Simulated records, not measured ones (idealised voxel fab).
process module | voxel local oxidation
cross-section cut | 230 nm wide | cells 5 nm
A cross-section is a grid of square cells, given in bands from the top down. A band is one or more rows of cells.
Each band's line starts with the height of the band's top and of its bottom, in nm. Then come its materials from left to right, each with its width in nm. One material with "throughout" fills the band from edge to edge. "air" is empty space.
Height 0 is the level under which the wafer as received is all one material. The lowest band goes on downwards, as in "0 down".
A width such as "30 to 40" changes by the same amount from each row of cells to the next, from the band's top row to its bottom row.
"no change" after a step means that no cell of the cross-section changed.
closed voids: empty space of 8 cells or more with no open way to the top, each as width x height at its distance from the left edge, in nm
after a step's settings: what the simulator itself notes on the step
overlay nm, on a step with a mask: how far to the right of its planned place the mask lay; to the left if negative
plan
1 op RECEIVE | material Si
2 op CONFORMAL_DEP | material SiO2 | thk nm 5
3 op CONFORMAL_DEP | material SiN | thk nm 15
4 op DIRECTIONAL_DEP | material aC | thk nm 15
5 op PATTERN | tone cover | mask id ACTIVE | material resist | width nm 120 | thk nm 30 | overlay nm 0
6 op DIRECTIONAL_ETCH | etch materials aC | depth nm 15
7 op STRIP | etch materials resist
8 op DIRECTIONAL_ETCH | etch materials SiN | depth nm 15
9 op STRIP | etch materials aC
10 op SELECTIVE_ETCH | etch materials SiO2 | depth nm 5
11 op OXIDIZE | depth nm 15
12 op STRIP | etch materials SiN
as received, after step 1
  0 down: Si throughout
  closed voids: none
a wafer at the end: this start, this plan, one mistake
  5 to 0: air 60 | SiO2 110 | air 60
  0 to -10: SiO2 70 | Si 90 | SiO2 70
  -10 down: Si throughout
  closed voids: none
what went wrong: step 11 ran as: op OXIDIZE | depth nm 10
